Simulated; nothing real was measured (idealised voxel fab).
voxel spacer lines: a process module
Section shown: cut. Width: 175 nm. Cell size: 5 nm, square.
Format of a cross-section: grid, square cells. Given as bands. Order: top down. Band: one or more rows of cells. Band entry format. Leading values: height of top, height of bottom, nm. Remainder: materials in left-to-right order, each with its width in nm. Special words: "everywhere" on a single material, which then fills the band edge to edge; "empty", empty space. Below 0: as-received wafer, all one material; heights counted from there. Lowest band: no bottom, goes on down, written "0 down". It should be noted that a width expressed as "30..40" varies in equal increments from row to row of cells within the band, taking the value of the first number at the top row and that of the second number at the bottom row. For the purposes of this document, the phrase "nothing changed" attached to a step denotes that no cell within the cross-section was modified by that step. For the entry "Tabulated closed voids", the listed items are empty spaces with no open way to the top whose size is 8 cells or more; each item follows the pattern width x height at distance, where distance is from the left edge and all three are in nm. Formally, on a step line, whatever follows the settings is a remark that the simulator itself makes on the step. The "overlay nm" setting may appear on a step's line; for a step that uses a mask, it gives how far to the right of its planned position the mask lay, and a negative value indicates the left.
**Process steps - plan**
- 1: RECEIVE | material Si
- 2: CONFORMAL_DEP | material Al2O3 | thk nm 5
- 3: DIRECTIONAL_DEP | material W | thk nm 15
- 4: DIRECTIONAL_DEP | material aC | thk nm 30
- 5: PATTERN | tone cover | mask id MANDREL | material resist | width nm 20 | pitch nm 70 | thk nm 35 | overlay nm 0
- 6: DIRECTIONAL_ETCH | etch materials aC | depth nm 30
- 7: STRIP | etch materials resist
- 8: CONFORMAL_DEP | material SiN | thk nm 15
- 9: DIRECTIONAL_ETCH | etch materials SiN | depth nm 15
- 10: STRIP | etch materials aC
- 11: DIRECTIONAL_ETCH | etch materials W | depth nm 15
- 12: STRIP | etch materials SiN
- 13: FILL_DEP | material SiO2 | thk nm 5
- 14: CMP | height nm 20
**This is the cross-section of the wafer as we received it, i.e. after step 1**
0 down = Si everywhere
Tabulated closed voids: none
**Cross-section taken at module completion on the first of two wafers; processed per the plan**
20 to 5 = SiO2 (25), then W (15), then SiO2 (20), then W (15), then SiO2 (20), then W (15), then SiO2 (20), then W (15), then SiO2 (30)
5 to 0 = Al2O3 everywhere
0 down = Si everywhere
Tabulated closed voids: none
**Second wafer cross-section at end of module - shared start and plan with the first, one mistake in the run**
20 to 5 = aC (25), then W (15), then aC (20), then W (15), then aC (20), then W (15), then aC (20), then W (15), then aC (30)
5 to 0 = Al2O3 everywhere
0 down = Si everywhere
Tabulated closed voids: none
The mistake made against the process plan was this: step 13 off recipe, ran as FILL_DEP | material aC | thk nm 5
Materials where the second wafer ends with more or fewer cells than the first: 69 fewer of SiO2; 69 more of aC
